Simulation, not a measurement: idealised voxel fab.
The name of this process module is voxel released beams.
Cross-sectional view cut (width: 205 nm; square cell size: 5 nm).
Heads up, the way a cross-section reads in here is a grid of square cells, handed over as bands from the top down, with every band being one or more rows of cells. A band entry consists of two parts. The first gives the height of the band's top and the height of its bottom, in nm. The rest lists the band's materials from left to right, each with its width in nm. A single material labelled with the word "everywhere" fills the band from edge to edge, and the word "air" marks empty space. The reference from which all heights are counted is 0, the level beneath which the as-received wafer is entirely one material; the lowest band, having no lower bound, proceeds downward and is written after the example "0 down". Per-row width for "30..40": begins at first number (top row of band), ends at second number (bottom row), increment between rows held constant. "nothing altered" means the step left every cell of the cross-section as it was. Under "Sealed void listing" you'll find the enclosed gaps, the ones with no way out to the top, that are 8 cells or bigger; each reads width x height at distance, with distance counted from the left edge, everything in nm. On a step's line, text after the settings is the simulator commenting on that step. overlay nm: how far to the right of its planned place the mask lay on this masked step (negative: to the left).
Planned process steps
1: RECEIVE [material Si]
2: CONFORMAL_DEP [material Al2O3] [thk nm 10]
3: DIRECTIONAL_DEP [material SiO2] [thk nm 15]
4: PATTERN [tone open] [mask id ANCHOR] [material resist] [width nm 35] [thk nm 20] [overlay nm 0]
5: DIRECTIONAL_ETCH [etch materials SiO2] [depth nm 15]
6: STRIP [etch materials resist]
7: CONFORMAL_DEP [material polySi] [thk nm 10]
8: DIRECTIONAL_DEP [material aC] [thk nm 10]
9: PATTERN [tone cover] [mask id BEAM] [material resist] [width nm 100] [thk nm 30] [overlay nm 0]
10: DIRECTIONAL_ETCH [etch materials aC] [depth nm 10]
11: STRIP [etch materials resist]
12: DIRECTIONAL_ETCH [etch materials polySi] [depth nm 10]
13: STRIP [etch materials aC]
14: STRIP [etch materials SiO2]
Cross-section of the wafer upon arrival, representing the state reached after step 1
> 0 down: Si everywhere
> Sealed void listing: none
This is how the wafer looks in cross-section once the module is done, given the starting state and plan above and one mistake in carrying the plan out
> 35 to 25: air=50, then polySi=5, then air=15, then polySi=80, then air=55
> 25 to 20: air=45, then polySi=10, then air=15, then polySi=10, then air=125
> 20 to 10: air=45, then polySi=35, then air=125
> 10 to 0: Al2O3 everywhere
> 0 down: Si everywhere
> Sealed void listing: none
What went wrong in running the wafer? step 4 went in with a setting other than planned; the actual run was PATTERN [tone open] [mask id ANCHOR] [material resist] [width nm 35] [thk nm 20] [overlay nm -10]
